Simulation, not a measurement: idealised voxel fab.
The following process module bears the name voxel self aligned vias.
FYI the section here is cut, 150 nm wide, cells are 5 nm squares.
For the purposes of this document, a cross-section shall be understood as a grid of square cells, specified as bands listed in top-to-bottom order, each band consisting of one or more rows of cells. This entry defines a band. It first specifies the height of the band's top and the height of its bottom in nm, and then specifies the band's materials from left to right, stating each material with its width in nm. The word "all across" identifies a single material that fills the band from edge to edge, while the word "blank" identifies empty space. Height datum 0, below which the as-received substrate wafer is one material. Lowest band open at the bottom, running downward: "top 0, no bottom". Top row gets the first number, bottom row gets the second, and each row in between changes by the same step: that is how a band width like "30 to 40" works. Reading "all unchanged" for a step: not a cell of the cross-section changed in it. Empty spaces counting at least 8 cells and having no open way to the top are listed in "Closed internal voids". The notation width x height at distance is used for each, the distance being from the left edge and all three values in nm. Step line, after settings: the simulator's comment on this step. overlay nm: for a step with a mask, the amount by which the mask lay right of where it was planned; a negative amount means left of it.

**Below is the list of planned process steps**
1: RECEIVE | material Si
2: CONFORMAL_DEP | material SiO2 | thk nm 15
3: CONFORMAL_DEP | material SiCN | thk nm 5
4: DIRECTIONAL_DEP | material SiO2 | thk nm 30
5: PATTERN | tone open | mask id LINES | material resist | width nm 25 | pitch nm 65 | thk nm 15 | overlay nm 0
6: DIRECTIONAL_ETCH | etch materials SiO2 | depth nm 30
7: STRIP | etch materials resist
8: CONFORMAL_DEP | material TiN | thk nm 5
9: FILL_DEP | material W | thk nm 5
10: CMP | height nm 50
11: SELECTIVE_ETCH | etch materials W Ru TiN | depth nm 5
12: FILL_DEP | material SiN | thk nm 10
13: CMP | height nm 50
14: DIRECTIONAL_DEP | material SiO2 | thk nm 15
15: DIRECTIONAL_DEP | material aC | thk nm 10
16: PATTERN | tone open | mask id VIAS | material resist | width nm 45 | thk nm 30 | overlay nm 0
17: DIRECTIONAL_ETCH | etch materials aC | depth nm 10
18: STRIP | etch materials resist
19: DIRECTIONAL_ETCH | etch materials SiO2 | depth nm 15
20: DIRECTIONAL_ETCH | etch materials SiN | depth nm 5
21: STRIP | etch materials aC
22: CONFORMAL_DEP | material TiN | thk nm 5
23: FILL_DEP | material Cu | thk nm 5
24: CMP | height nm 65
25: CONFORMAL_DEP | material SiN | thk nm 5

**Incoming wafer in cross-section (state: after step 1)**
  top 0, no bottom: Si all across
  Closed internal voids: none

**The first of two wafers, cross-sectioned at the end of the module, with the run proceeding as planned**
  top 70, bottom 65: SiN all across
  top 65, bottom 55: 20 nm SiO2, then 5 nm TiN, then 35 nm Cu, then 5 nm TiN, then 85 nm SiO2
  top 55, bottom 50: 20 nm SiO2, then 15 nm TiN, then 15 nm Cu, then 15 nm TiN, then 85 nm SiO2
  top 50, bottom 45: 30 nm SiO2, then 25 nm TiN, then 40 nm SiO2, then 25 nm SiN, then 30 nm SiO2
  top 45, bottom 25: 30 nm SiO2, then 5 nm TiN, then 15 nm W, then 5 nm TiN, then 40 nm SiO2, then 5 nm TiN, then 15 nm W, then 5 nm TiN, then 30 nm SiO2
  top 25, bottom 20: 30 nm SiO2, then 25 nm TiN, then 40 nm SiO2, then 25 nm TiN, then 30 nm SiO2
  top 20, bottom 15: SiCN all across
  top 15, bottom 0: SiO2 all across
  top 0, no bottom: Si all across
  Closed internal voids: none

**Now the second wafer, cross-sectioned at the end of the module. Nothing different at the start, nothing different in the plan compared with the first, just one mistake when it was actually run**
  top 70, bottom 65: SiN all across
  top 65, bottom 55: 20 nm SiO2, then 5 nm TiN, then 35 nm Cu, then 5 nm TiN, then 85 nm SiO2
  top 55, bottom 50: 20 nm SiO2, then 45 nm TiN, then 85 nm SiO2
  top 50, bottom 45: SiCN all across
  top 45, bottom 0: SiO2 all across
  top 0, no bottom: Si all across
  Closed internal voids: none
What was done differently from what was planned? steps 3 and 4 were swapped
End of process, cell counts, second wafer against first, materials with more or fewer: 3 fewer of Cu, 5 fewer of SiN, 60 more of SiO2, 28 fewer of TiN, 24 fewer of W
